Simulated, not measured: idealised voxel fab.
Documented hereafter: the process module known as voxel quadruple lines.
Each square cell in cross-section cut measures 5 nm, and the section as a whole is 300 nm wide.
In what follows, cross-sections appear as grids of square cells, described through bands that run from the top down, where every band is one or more rows of cells.
Top height, bottom height, nm. Materials left to right, width each, nm. Single material + "everywhere" = fills band edge to edge. "air" = empty.
A quick word on heights: they are counted from 0, and under that level the wafer as it came to us is one material throughout. The lowest band is different from the rest in having no bottom; it simply continues downward, written as in "z 0 and below".
Per-row width for "30 to 40": begins at first number (top row of band), ends at second number (bottom row), increment between rows held constant.
Any step labelled "no alteration" changed none of the cells in the cross-section.
"Sealed internal voids" specifies each empty space that is not open to the top and that occupies no fewer than 8 cells, using the form width x height at distance, the distance measured from the left edge and all three quantities in nm.
It should be noted that, on the line of a given step, the content following the step's settings is a remark produced by the simulator itself with respect to that step.
What "overlay nm" on a step's line means: if the step has a mask, that mask lay this far to the right of its planned place, or, when the value is negative, to the left.
**This section lists the process steps that were planned**
1: RECEIVE, material Si
2: CONFORMAL_DEP, material Al2O3, thk nm 5
3: DIRECTIONAL_DEP, material W, thk nm 10
4: DIRECTIONAL_DEP, material polySi, thk nm 15
5: DIRECTIONAL_DEP, material aC, thk nm 25
6: PATTERN, tone cover, mask id MANDREL, material resist, width nm 30, pitch nm 80, thk nm 30, overlay nm 0
7: DIRECTIONAL_ETCH, etch materials aC, depth nm 25
8: STRIP, etch materials resist
9: CONFORMAL_DEP, material SiO2, thk nm 10
10: DIRECTIONAL_ETCH, etch materials SiO2, depth nm 10
11: STRIP, etch materials aC
12: DIRECTIONAL_ETCH, etch materials polySi, depth nm 15
13: STRIP, etch materials SiO2
14: CONFORMAL_DEP, material SiN, thk nm 10
15: DIRECTIONAL_ETCH, etch materials SiN, depth nm 10
16: STRIP, etch materials polySi
17: DIRECTIONAL_ETCH, etch materials W, depth nm 10
18: STRIP, etch materials SiN
**So this is the incoming wafer in cross-section - it's already been through step 1**
  z 0 and below | Si everywhere
  Sealed internal voids: none
**Cross-section at module end, one run error; start and plan unchanged from above**
  z 15 to 5 | air 85, W 10, air 10, W 10, air 10, W 10, air 10, W 10, air 10, W 10, air 10, W 10, air 10, W 10, air 10, W 10, air 65
  z 5 to 0 | Al2O3 everywhere
  z 0 and below | Si everywhere
  Sealed internal voids: none
Heads up, the wafer didn't run the way we planned it: step 6 ran with different settings than intended, the actual operation and settings being PATTERN, tone cover, mask id MANDREL, material resist, width nm 30, pitch nm 80, thk nm 30, overlay nm 10
